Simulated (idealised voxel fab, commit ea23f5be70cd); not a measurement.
process module | voxel wiring stack
cross-section cut | 230 nm wide | cells 5 nm
A cross-section is a grid of square cells, given in bands from the top down. A band is one or more rows of cells.
Each band's line starts with the height of the band's top and of its bottom, in nm. Then come its materials from left to right, each with its width in nm. One material with "throughout" fills the band from edge to edge. "air" is empty space.
Height 0 is the level under which the wafer as received is all one material. The lowest band goes on downwards, as in "0 down".
A width such as "30 to 40" changes by the same amount from each row of cells to the next, from the band's top row to its bottom row.
"no change" after a step means that no cell of the cross-section changed.
closed voids: empty space of 8 cells or more with no open way to the top, each as width x height at its distance from the left edge, in nm
after a step's settings: what the simulator itself notes on the step
overlay nm, on a step with a mask: how far to the right of its planned place the mask lay; to the left if negative
plan
1 op RECEIVE | material Si
2 op CONFORMAL_DEP | material SiO2 | thk nm 10
3 op DIRECTIONAL_DEP | material TiN | thk nm 5
4 op DIRECTIONAL_DEP | material Ru | thk nm 25
5 op MASKED_ETCH | tone cover | mask id METAL_1 | width nm 25 | pitch nm 40 | etch materials Ru | depth nm 25 | overlay nm 0
6 op MASKED_ETCH | tone cover | mask id METAL_1 | width nm 25 | pitch nm 40 | etch materials TiN | depth nm 5 | overlay nm 0
7 op CONFORMAL_DEP | material SiN | thk nm 5
8 op FILL_DEP | material lowk | thk nm 10
9 op CMP | height nm 40
10 op CONFORMAL_DEP | material SiCN | thk nm 5
11 op DIRECTIONAL_DEP | material SiO2 | thk nm 15
12 op DIRECTIONAL_DEP | material aC | thk nm 15
13 op PATTERN | tone open | mask id PLUG_1 | material resist | width nm 15 | pitch nm 80 | thk nm 35 | overlay nm 0
14 op DIRECTIONAL_ETCH | etch materials aC | depth nm 15
15 op STRIP | etch materials resist
16 op DIRECTIONAL_ETCH | etch materials SiO2 | depth nm 15
17 op DIRECTIONAL_ETCH | etch materials SiCN | depth nm 5
18 op STRIP | etch materials aC
19 op CONFORMAL_DEP | material TiN | thk nm 5
20 op FILL_DEP | material Ru | thk nm 5
21 op CMP | height nm 60
22 op DIRECTIONAL_DEP | material TiN | thk nm 5
23 op DIRECTIONAL_DEP | material Ru | thk nm 20
24 op MASKED_ETCH | tone cover | mask id METAL_2 | width nm 25 | pitch nm 40 | etch materials Ru | depth nm 20 | overlay nm 0
25 op MASKED_ETCH | tone cover | mask id METAL_2 | width nm 25 | pitch nm 40 | etch materials TiN | depth nm 5 | overlay nm 0
26 op CONFORMAL_DEP | material SiN | thk nm 5
27 op FILL_DEP | material lowk | thk nm 10
28 op CMP | height nm 85
29 op CONFORMAL_DEP | material SiCN | thk nm 5
as received, after step 1
  0 down: Si throughout
  closed voids: none
first wafer at the end, as planned
  90 to 85: SiCN throughout
  85 to 65: lowk 35 | SiN 5 | Ru 25 | SiN 5 | lowk 5 | SiN 5 | Ru 25 | SiN 5 | lowk 5 | SiN 5 | Ru 25 | SiN 5 | lowk 5 | SiN 5 | Ru 25 | SiN 5 | lowk 40
  65 to 60: SiN 40 | TiN 25 | SiN 15 | TiN 25 | SiN 15 | TiN 25 | SiN 15 | TiN 25 | SiN 45
  60 to 45: SiO2 40 | TiN 5 | Ru 5 | TiN 5 | SiO2 65 | TiN 5 | Ru 5 | TiN 5 | SiO2 95
  45 to 40: SiCN 40 | TiN 15 | SiCN 65 | TiN 15 | SiCN 95
  40 to 15: lowk 35 | SiN 5 | Ru 25 | SiN 5 | lowk 5 | SiN 5 | Ru 25 | SiN 5 | lowk 5 | SiN 5 | Ru 25 | SiN 5 | lowk 5 | SiN 5 | Ru 25 | SiN 5 | lowk 40
  15 to 10: SiN 40 | TiN 25 | SiN 15 | TiN 25 | SiN 15 | TiN 25 | SiN 15 | TiN 25 | SiN 45
  10 to 0: SiO2 throughout
  0 down: Si throughout
  closed voids: none
second wafer at the end: like start, like plan, one mistake
  105 to 100: SiCN throughout
  100 to 90: lowk throughout
  90 to 85: lowk 35 | SiN 35 | lowk 5 | SiN 35 | lowk 5 | SiN 35 | lowk 5 | SiN 35 | lowk 40
  85 to 65: lowk 35 | SiN 5 | Ru 25 | SiN 5 | lowk 5 | SiN 5 | Ru 25 | SiN 5 | lowk 5 | SiN 5 | Ru 25 | SiN 5 | lowk 5 | SiN 5 | Ru 25 | SiN 5 | lowk 40
  65 to 60: SiN 40 | TiN 25 | SiN 15 | TiN 25 | SiN 15 | TiN 25 | SiN 15 | TiN 25 | SiN 45
  60 to 45: SiO2 40 | TiN 5 | Ru 5 | TiN 5 | SiO2 65 | TiN 5 | Ru 5 | TiN 5 | SiO2 95
  45 to 40: SiCN 40 | TiN 15 | SiCN 65 | TiN 15 | SiCN 95
  40 to 15: lowk 35 | SiN 5 | Ru 25 | SiN 5 | lowk 5 | SiN 5 | Ru 25 | SiN 5 | lowk 5 | SiN 5 | Ru 25 | SiN 5 | lowk 5 | SiN 5 | Ru 25 | SiN 5 | lowk 40
  15 to 10: SiN 40 | TiN 25 | SiN 15 | TiN 25 | SiN 15 | TiN 25 | SiN 15 | TiN 25 | SiN 45
  10 to 0: SiO2 throughout
  0 down: Si throughout
  closed voids: none
what went wrong: step 28 was left out
at the end the second wafer has, in cells: 28 more of SiN | 110 more of lowk
